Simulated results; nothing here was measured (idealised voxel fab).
process module | voxel capacitor over wiring
cross-section cut | 235 nm wide | cells 5 nm
A cross-section is a grid of square cells, given in bands from the top down. A band is one or more rows of cells.
Each band's line starts with the height of the band's top and of its bottom, in nm. Then come its materials from left to right, each with its width in nm. One material with "throughout" fills the band from edge to edge. "air" is empty space.
Height 0 is the level under which the wafer as received is all one material. The lowest band goes on downwards, as in "0 down".
A width such as "30 to 40" changes by the same amount from each row of cells to the next, from the band's top row to its bottom row.
"no change" after a step means that no cell of the cross-section changed.
closed voids: empty space of 8 cells or more with no open way to the top, each as width x height at its distance from the left edge, in nm
after a step's settings: what the simulator itself notes on the step
overlay nm, on a step with a mask: how far to the right of its planned place the mask lay; to the left if negative
plan
1 op RECEIVE | material Si
2 op CONFORMAL_DEP | material SiO2 | thk nm 10
3 op CONFORMAL_DEP | material SiCN | thk nm 5
4 op DIRECTIONAL_DEP | material lowk | thk nm 15
5 op MASKED_ETCH | tone open | mask id METAL_1 | width nm 25 | pitch nm 90 | etch materials lowk | depth nm 15 | overlay nm 0
6 op MASKED_ETCH | tone open | mask id METAL_1 | width nm 25 | pitch nm 90 | etch materials SiCN | depth nm 5 | overlay nm 0
7 op CONFORMAL_DEP | material TiN | thk nm 5
8 op FILL_DEP | material Ru | thk nm 5
9 op CMP | height nm 30
10 op CONFORMAL_DEP | material SiCN | thk nm 5
11 op DIRECTIONAL_DEP | material SiO2 | thk nm 10
12 op DIRECTIONAL_DEP | material aC | thk nm 10
13 op PATTERN | tone open | mask id PLUG_1 | material resist | width nm 15 | thk nm 25 | overlay nm 0
14 op DIRECTIONAL_ETCH | etch materials aC | depth nm 10
15 op STRIP | etch materials resist
16 op DIRECTIONAL_ETCH | etch materials SiO2 | depth nm 10
17 op DIRECTIONAL_ETCH | etch materials SiCN | depth nm 5
18 op STRIP | etch materials aC
19 op EPI | material Ru | thk nm 10
20 op EPI | material Ru | thk nm 5
21 op DIRECTIONAL_DEP | material TiN | thk nm 10
22 op DIRECTIONAL_DEP | material Al2O3 | thk nm 5
23 op DIRECTIONAL_DEP | material TiN | thk nm 5
24 op MASKED_ETCH | tone cover | mask id UPPER_PLATE | width nm 70 | etch materials TiN | depth nm 5 | overlay nm 0
25 op MASKED_ETCH | tone cover | mask id UPPER_PLATE | width nm 70 | etch materials Al2O3 | depth nm 5 | overlay nm 0
26 op MASKED_ETCH | tone cover | mask id LOWER_PLATE | width nm 80 | etch materials TiN | depth nm 10 | overlay nm 0
27 op FILL_DEP | material SiO2 | thk nm 20
28 op CMP | height nm 80
29 op MASKED_ETCH | tone open | mask id PLUG_2 | width nm 15 | etch materials SiO2 | depth nm 15 | overlay nm 0
30 op CONFORMAL_DEP | material TiN | thk nm 5
31 op FILL_DEP | material W | thk nm 10
32 op CMP | height nm 80
33 op CONFORMAL_DEP | material SiN | thk nm 5
first wafer, as planned
as received, after step 1
  0 down: Si throughout
  closed voids: none
after step 2
  10 to 0: SiO2 throughout
  below 0: unchanged
after step 3
  15 to 10: SiCN throughout
  below 10: unchanged
after step 4
  30 to 15: lowk throughout
  below 15: unchanged
after step 5
  30 to 15: lowk 60 | air 25 | lowk 65 | air 25 | lowk 60
  below 15: unchanged
after step 6
  30 to 15: lowk 60 | air 25 | lowk 65 | air 25 | lowk 60
  15 to 10: SiCN 60 | air 25 | SiCN 65 | air 25 | SiCN 60
  below 10: unchanged
after step 7
  35 to 30: TiN 65 | air 15 | TiN 75 | air 15 | TiN 65
  30 to 15: lowk 60 | TiN 5 | air 15 | TiN 5 | lowk 65 | TiN 5 | air 15 | TiN 5 | lowk 60
  15 to 10: SiCN 60 | TiN 25 | SiCN 65 | TiN 25 | SiCN 60
  below 10: unchanged
after step 8
  40 to 35: Ru throughout
  35 to 30: TiN 65 | Ru 15 | TiN 75 | Ru 15 | TiN 65
  30 to 15: lowk 60 | TiN 5 | Ru 15 | TiN 5 | lowk 65 | TiN 5 | Ru 15 | TiN 5 | lowk 60
  below 15: unchanged
after step 9
  30 to 15: lowk 60 | TiN 5 | Ru 15 | TiN 5 | lowk 65 | TiN 5 | Ru 15 | TiN 5 | lowk 60
  below 15: unchanged
after step 10
  35 to 30: SiCN throughout
  below 30: unchanged
after step 11
  45 to 35: SiO2 throughout
  below 35: unchanged
after step 12
  55 to 45: aC throughout
  below 45: unchanged
after step 13
  80 to 55: resist 70 | air 15 | resist 150
  below 55: unchanged
after step 14
  70 to 55: resist 70 | air 15 | resist 150
  55 to 45: aC 70 | air 15 | aC 150
  below 45: unchanged
after step 15
  55 to 45: aC 70 | air 15 | aC 150
  below 45: unchanged
after step 16
  55 to 45: aC 70 | air 15 | aC 150
  45 to 35: SiO2 70 | air 15 | SiO2 150
  below 35: unchanged
after step 17
  55 to 45: aC 70 | air 15 | aC 150
  45 to 35: SiO2 70 | air 15 | SiO2 150
  35 to 30: SiCN 70 | air 15 | SiCN 150
  below 30: unchanged
after step 18
  45 to 35: SiO2 70 | air 15 | SiO2 150
  below 35: unchanged
after step 19
  45 to 40: SiO2 70 | air 15 | SiO2 150
  40 to 35: SiO2 70 | Ru 15 | SiO2 150
  35 to 30: SiCN 70 | Ru 15 | SiCN 150
  below 30: unchanged
after step 20
  45 to 35: SiO2 70 | Ru 15 | SiO2 150
  below 35: unchanged
after step 21
  55 to 45: TiN throughout
  below 45: unchanged
after step 22
  60 to 55: Al2O3 throughout
  below 55: unchanged
after step 23
  65 to 60: TiN throughout
  below 60: unchanged
after step 24
  65 to 60: air 70 | TiN 70 | air 95
  below 60: unchanged
after step 25
  65 to 60: air 70 | TiN 70 | air 95
  60 to 55: air 70 | Al2O3 70 | air 95
  below 55: unchanged
after step 26
  65 to 60: air 70 | TiN 70 | air 95
  60 to 55: air 70 | Al2O3 70 | air 95
  55 to 45: air 65 | TiN 80 | air 90
  below 45: unchanged
after step 27
  85 to 65: SiO2 throughout
  65 to 60: SiO2 70 | TiN 70 | SiO2 95
  60 to 55: SiO2 70 | Al2O3 70 | SiO2 95
  55 to 45: SiO2 65 | TiN 80 | SiO2 90
  below 45: unchanged
after step 28
  80 to 65: SiO2 throughout
  below 65: unchanged
after step 29
  80 to 65: SiO2 80 | air 15 | SiO2 140
  below 65: unchanged
after step 30
  85 to 80: TiN 85 | air 5 | TiN 145
  80 to 70: SiO2 80 | TiN 5 | air 5 | TiN 5 | SiO2 140
  70 to 60: SiO2 80 to 70 | TiN 15 to 70 | SiO2 140 to 95
  below 60: unchanged
after step 31
  95 to 85: W throughout
  85 to 80: TiN 85 | W 5 | TiN 145
  80 to 70: SiO2 80 | TiN 5 | W 5 | TiN 5 | SiO2 140
  below 70: unchanged
after step 32
  80 to 70: SiO2 80 | TiN 5 | W 5 | TiN 5 | SiO2 140
  below 70: unchanged
after step 33
  85 to 80: SiN throughout
  below 80: unchanged
second wafer: like start, like plan, one mistake. Through step 18 it matches the first wafer
when step 19 should have ended
  50 to 45: air 65 | Ru 25 | air 145
  45 to 35: SiO2 70 | Ru 15 | SiO2 150
  35 to 30: SiCN 70 | Ru 15 | SiCN 150
  below 30: unchanged
when step 20 should have ended
  55 to 45: air 60 | Ru 35 | air 140
  below 45: unchanged
when step 21 should have ended
  65 to 55: air 60 | TiN 35 | air 140
  55 to 45: TiN 60 | Ru 35 | TiN 140
  below 45: unchanged
when step 22 should have ended
  70 to 65: air 60 | Al2O3 35 | air 140
  65 to 60: air 60 | TiN 35 | air 140
  60 to 55: Al2O3 60 | TiN 35 | Al2O3 140
  below 55: unchanged
when step 23 should have ended
  75 to 70: air 60 | TiN 35 | air 140
  70 to 65: air 60 | Al2O3 35 | air 140
  65 to 60: TiN throughout
  below 60: unchanged
when step 24 should have ended
  75 to 70: air 70 | TiN 25 | air 140
  70 to 65: air 60 | Al2O3 35 | air 140
  65 to 60: air 60 | TiN 80 | air 95
  below 60: unchanged
when step 25 should have ended
  75 to 70: air 70 | TiN 25 | air 140
  70 to 65: air 70 | Al2O3 25 | air 140
  65 to 60: air 60 | TiN 80 | air 95
  60 to 55: air 60 | TiN 35 | Al2O3 45 | air 95
  below 55: unchanged
when step 26 should have ended
  75 to 70: air 70 | TiN 25 | air 140
  70 to 65: air 70 | Al2O3 25 | air 140
  65 to 60: air 65 | TiN 75 | air 95
  60 to 55: air 65 | TiN 30 | Al2O3 45 | air 95
  55 to 45: air 60 | Ru 35 | TiN 50 | air 90
  below 45: unchanged
when step 27 should have ended
  95 to 75: SiO2 throughout
  75 to 70: SiO2 70 | TiN 25 | SiO2 140
  70 to 65: SiO2 70 | Al2O3 25 | SiO2 140
  65 to 60: SiO2 65 | TiN 75 | SiO2 95
  60 to 55: SiO2 65 | TiN 30 | Al2O3 45 | SiO2 95
  55 to 45: SiO2 60 | Ru 35 | TiN 50 | SiO2 90
  below 45: unchanged
when step 28 should have ended
  80 to 75: SiO2 throughout
  below 75: unchanged
when step 29 should have ended
  80 to 75: SiO2 80 | air 15 | SiO2 140
  below 75: unchanged
when step 30 should have ended
  85 to 80: TiN 85 | air 5 | TiN 145
  80 to 70: SiO2 80 to 70 | TiN 15 to 25 | SiO2 140
  below 70: unchanged
when step 31 should have ended
  95 to 85: W throughout
  85 to 80: TiN 85 | W 5 | TiN 145
  below 80: unchanged
when step 32 should have ended
  80 to 70: SiO2 80 to 70 | TiN 15 to 25 | SiO2 140
  below 70: unchanged
when step 33 should have ended
  85 to 80: SiN throughout
  below 80: unchanged
what went wrong: step 19 was run twice
at the end the second wafer has, in cells: 14 more of Ru | 8 fewer of SiO2 | 4 fewer of TiN | 2 fewer of W
